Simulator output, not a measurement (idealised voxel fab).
process module | voxel self aligned contacts
cross-section cut | 240 nm wide | cells 5 nm
A cross-section is a grid of square cells, given in bands from the top down. A band is one or more rows of cells.
Each band's line starts with the height of the band's top and of its bottom, in nm. Then come its materials from left to right, each with its width in nm. One material with "throughout" fills the band from edge to edge. "air" is empty space.
Height 0 is the level under which the wafer as received is all one material. The lowest band goes on downwards, as in "0 down".
A width such as "30 to 40" changes by the same amount from each row of cells to the next, from the band's top row to its bottom row.
"no change" after a step means that no cell of the cross-section changed.
closed voids: empty space of 8 cells or more with no open way to the top, each as width x height at its distance from the left edge, in nm
after a step's settings: what the simulator itself notes on the step
overlay nm, on a step with a mask: how far to the right of its planned place the mask lay; to the left if negative
plan
1 op RECEIVE | material Si
2 op CONFORMAL_DEP | material SiO2 | thk nm 5
3 op DIRECTIONAL_DEP | material polySi | thk nm 25
4 op DIRECTIONAL_DEP | material SiN | thk nm 20
5 op DIRECTIONAL_DEP | material aC | thk nm 10
6 op PATTERN | tone cover | mask id GATE | material resist | width nm 35 | pitch nm 75 | thk nm 25 | overlay nm 0
7 op DIRECTIONAL_ETCH | etch materials aC | depth nm 10
8 op STRIP | etch materials resist
9 op DIRECTIONAL_ETCH | etch materials SiN | depth nm 20
10 op DIRECTIONAL_ETCH | etch materials polySi | depth nm 25
11 op STRIP | etch materials aC
12 op CONFORMAL_DEP | material SiN | thk nm 10
13 op DIRECTIONAL_ETCH | etch materials SiN | depth nm 10
14 op FILL_DEP | material SiO2 | thk nm 10
15 op CMP | height nm 55
16 op MASKED_ETCH | tone open | mask id CONTACT | width nm 60 | etch materials SiO2 | depth nm 55 | overlay nm 0
17 op CONFORMAL_DEP | material TiN | thk nm 5
18 op FILL_DEP | material W | thk nm 5
19 op CMP | height nm 55
20 op CONFORMAL_DEP | material SiCN | thk nm 5
as received, after step 1
  0 down: Si throughout
  closed voids: none
a wafer at the end: this start, this plan, one mistake
  60 to 55: SiCN throughout
  55 to 40: SiO2 55 | SiN 55 | TiN 5 | W 10 | TiN 5 | SiN 55 | SiO2 55
  40 to 35: SiO2 55 | SiN 55 | TiN 20 | SiN 55 | SiO2 55
  35 to 30: SiN throughout
  30 to 5: polySi throughout
  5 to 0: SiO2 throughout
  0 down: Si throughout
  closed voids: none
what went wrong: step 4 ran as: op DIRECTIONAL_DEP | material SiN | thk nm 25
